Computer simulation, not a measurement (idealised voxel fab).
The following is a process module called voxel gate over fins.
For reference, the cross-section in this document is cut, with width 145 nm and square cells of 5 nm.
Think of the cross-section as a grid of square cells. We describe it in bands, top to bottom, and each band covers one or more rows of those cells.
Within each band entry, the heights of the top and of the bottom of the band appear first, in that order and in nm; the materials of the band then follow from left to right, each with its corresponding width in nm. The designation "all across" on a single material indicates that it fills the band from edge to edge; the designation "empty" indicates empty space.
The reference from which all heights are counted is 0, the level beneath which the as-received wafer is entirely one material; the lowest band, having no lower bound, proceeds downward and is written after the example "0 -> down".
The width entry "30->40" should be interpreted row by row: the top row of cells in the band takes the first number, the bottom row takes the second number, and the change between adjacent rows is uniform throughout.
For the purposes of this document, the phrase "nothing different" attached to a step denotes that no cell within the cross-section was modified by that step.
Entry "Fully sealed voids". Content: empty spaces with no open connection to the top, size 8 cells or greater. Each: width x height at distance. Distance: from left edge. Unit: nm.
On each step's line, the part that comes after the settings is the simulator's own comment on the step.
overlay nm: on a step with a mask, how far right of its planned place the mask lay; negative means left.
# Listed below are the process steps as planned
1) RECEIVE (material Si)
2) CONFORMAL_DEP (material SiN; thk nm 5)
3) PATTERN (tone cover; mask id FINS; material resist; width nm 15; pitch nm 35; thk nm 20; overlay nm 0)
4) DIRECTIONAL_ETCH (etch materials SiN; depth nm 5)
5) DIRECTIONAL_ETCH (etch materials Si; depth nm 30)
6) STRIP (etch materials resist)
7) OXIDIZE (depth nm 5)
8) FILL_DEP (material SiO2; thk nm 15)
9) CMP (height nm 5)
10) SELECTIVE_ETCH (etch materials SiO2; depth nm 15)
11) STRIP (etch materials SiN)
12) CONFORMAL_DEP (material HfO2; thk nm 5)
13) CONFORMAL_DEP (material TiN; thk nm 5)
14) FILL_DEP (material W; thk nm 15)
15) CMP (height nm 20)
16) CONFORMAL_DEP (material SiN; thk nm 5)
# Incoming wafer, cross-sectional view, post step 1
    0 -> down: Si all across
    Fully sealed voids: none
# Module complete, cross-section. Starting point and plan per above. One mistake made in running the module
    25 -> 20: SiN all across
    20 -> 10: W all across
    10 -> 5: W 35 | TiN 25 | W 10 | TiN 25 | W 10 | TiN 25 | W 15
    5 -> 0: W 35 | TiN 5 | HfO2 15 | TiN 5 | W 10 | TiN 5 | HfO2 15 | TiN 5 | W 10 | TiN 5 | HfO2 15 | TiN 5 | W 15
    0 -> -5: TiN 40 | HfO2 5 | Si 5 | HfO2 5 | TiN 20 | HfO2 5 | Si 5 | HfO2 5 | TiN 20 | HfO2 5 | Si 5 | HfO2 5 | TiN 20
    -5 -> -10: HfO2 45 | Si 5 | HfO2 30 | Si 5 | HfO2 30 | Si 5 | HfO2 25
    -10 -> -35: SiO2 45 | Si 5 | SiO2 30 | Si 5 | SiO2 30 | Si 5 | SiO2 25
    -35 -> down: Si all across
    Fully sealed voids: none
Deviation noted in wafer processing: in deviation from the planned setting, step 3 was conducted as PATTERN (tone cover; mask id FINS; material resist; width nm 15; pitch nm 35; thk nm 20; overlay nm 10)
